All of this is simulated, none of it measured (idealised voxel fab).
Presented below is a process module, voxel self aligned vias.
FYI the section here is cut, 240 nm wide, cells are 5 nm squares.
Throughout this document, each cross-section is represented as a grid of square cells and is presented as a sequence of bands enumerated from the top downward, where a band comprises one or more rows of cells.
Heights first: top, then bottom, in nm. Then materials, left to right, each with a width in nm. "all across" on a single material: fills the band edge to edge. "blank": empty space.
Heights from 0 (as-received wafer is one material below). Bottom band endless downward, as "from 0 down".
The expression "30->40" gives the width at the extremes of the band, the first number at its top row of cells and the second at its bottom row, with the width changing by equal amounts from each row to the next in between.
No cell of the cross-section changed in a step that is given as "no change occurred".
For the entry "Trapped voids", the listed items are empty spaces with no open way to the top whose size is 8 cells or more; each item follows the pattern width x height at distance, where distance is from the left edge and all three are in nm.
That trailing text on a step's line, after the settings, is the simulator's own remark on the step.
overlay nm: step with mask; distance mask lay right of planned place; negative value = left of planned place.

# The planned process steps are enumerated hereunder
1: RECEIVE with material Si
2: CONFORMAL_DEP with material SiO2, thk nm 15
3: CONFORMAL_DEP with material SiCN, thk nm 5
4: DIRECTIONAL_DEP with material SiO2, thk nm 30
5: DIRECTIONAL_DEP with material aC, thk nm 10
6: PATTERN with tone open, mask id LINES, material resist, width nm 15, pitch nm 50, thk nm 30, overlay nm 0
7: DIRECTIONAL_ETCH with etch materials aC, depth nm 10
8: STRIP with etch materials resist
9: DIRECTIONAL_ETCH with etch materials SiO2, depth nm 30
10: STRIP with etch materials aC
11: CONFORMAL_DEP with material TiN, thk nm 5
12: FILL_DEP with material Ru, thk nm 5
13: CMP with height nm 50
14: SELECTIVE_ETCH with etch materials W Ru TiN, depth nm 5
15: FILL_DEP with material SiN, thk nm 5
16: CMP with height nm 50
17: DIRECTIONAL_DEP with material SiO2, thk nm 20
18: PATTERN with tone open, mask id VIAS, material resist, width nm 30, pitch nm 100, thk nm 20, overlay nm 0
19: DIRECTIONAL_ETCH with etch materials SiO2, depth nm 20
20: DIRECTIONAL_ETCH with etch materials SiN, depth nm 5
21: STRIP with etch materials resist
22: CONFORMAL_DEP with material TiN, thk nm 5
23: FILL_DEP with material Cu, thk nm 5
24: CMP with height nm 70
25: CONFORMAL_DEP with material SiN, thk nm 5
Don't read the plan's width nm for step 6 as applying to every wafer: that's the first wafer's value, and the wafers differ in it, though they all start identical.

# Received condition of the first of several wafers, sectioned: post-step 1
- from 0 down | Si all across
- Trapped voids: none

# Every row in this table is a wafer at the end of the module, and it gives, for each of the materials, the cells that wafer has gained (+) or lost (-) since it was received, then its closed voids
width nm 15, +26 Cu, +12 Ru, +48 SiCN, +51 SiN, +522 SiO2, +61 TiN, Trapped voids: none
width nm 20, +28 Cu, +24 Ru, +48 SiCN, +52 SiN, +504 SiO2, +64 TiN, Trapped voids: none
width nm 25, +30 Cu, +36 Ru, +48 SiCN, +53 SiN, +486 SiO2, +67 TiN, Trapped voids: none
width nm 30, +32 Cu, +48 Ru, +48 SiCN, +54 SiN, +468 SiO2, +70 TiN, Trapped voids: none
width nm 35, +32 Cu, +60 Ru, +48 SiCN, +57 SiN, +450 SiO2, +73 TiN, Trapped voids: none
